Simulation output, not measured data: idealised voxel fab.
process module | voxel gate over fins
cross-section cut | 280 nm wide | cells 5 nm
A cross-section is a grid of square cells, given in bands from the top down. A band is one or more rows of cells.
Each band's line starts with the height of the band's top and of its bottom, in nm. Then come its materials from left to right, each with its width in nm. One material with "throughout" fills the band from edge to edge. "air" is empty space.
Height 0 is the level under which the wafer as received is all one material. The lowest band goes on downwards, as in "0 down".
A width such as "30 to 40" changes by the same amount from each row of cells to the next, from the band's top row to its bottom row.
"no change" after a step means that no cell of the cross-section changed.
closed voids: empty space of 8 cells or more with no open way to the top, each as width x height at its distance from the left edge, in nm
after a step's settings: what the simulator itself notes on the step
overlay nm, on a step with a mask: how far to the right of its planned place the mask lay; to the left if negative
plan
1 op RECEIVE | material Si
2 op CONFORMAL_DEP | material SiN | thk nm 10
3 op MASKED_ETCH | tone cover | mask id FINS | width nm 15 | pitch nm 45 | etch materials SiN | depth nm 10 | overlay nm 0
4 op MASKED_ETCH | tone cover | mask id FINS | width nm 15 | pitch nm 45 | etch materials Si | depth nm 30 | overlay nm 0
5 op OXIDIZE | depth nm 5
6 op FILL_DEP | material SiO2 | thk nm 5
7 op CMP | height nm 10
8 op SELECTIVE_ETCH | etch materials SiO2 | depth nm 20
9 op STRIP | etch materials SiN
10 op CONFORMAL_DEP | material HfO2 | thk nm 5
11 op CONFORMAL_DEP | material TiN | thk nm 5
12 op CONFORMAL_DEP | material TiAl | thk nm 5
13 op CONFORMAL_DEP | material TiN | thk nm 5
14 op FILL_DEP | material W | thk nm 15
15 op CMP | height nm 30
16 op CONFORMAL_DEP | material SiN | thk nm 10
as received, after step 1
  0 down: Si throughout
  closed voids: none
a wafer at the end: this start, this plan, one mistake
  40 to 30: SiN throughout
  30 to 20: W throughout
  20 to 10: W 95 | TiN 90 | W 95
  10 to 5: TiN throughout
  5 to 0: TiN 110 | HfO2 15 | TiN 30 | HfO2 15 | TiN 110
  0 to -5: TiN 110 | HfO2 5 | Si 5 | HfO2 5 | TiN 30 | HfO2 5 | Si 5 | HfO2 5 | TiN 110
  -5 to -10: HfO2 115 | Si 5 | HfO2 40 | Si 5 | HfO2 115
  -10 to -35: SiO2 115 | Si 5 | SiO2 40 | Si 5 | SiO2 115
  -35 down: Si throughout
  closed voids: none
what went wrong: step 12 ran as: op CONFORMAL_DEP | material TiN | thk nm 5
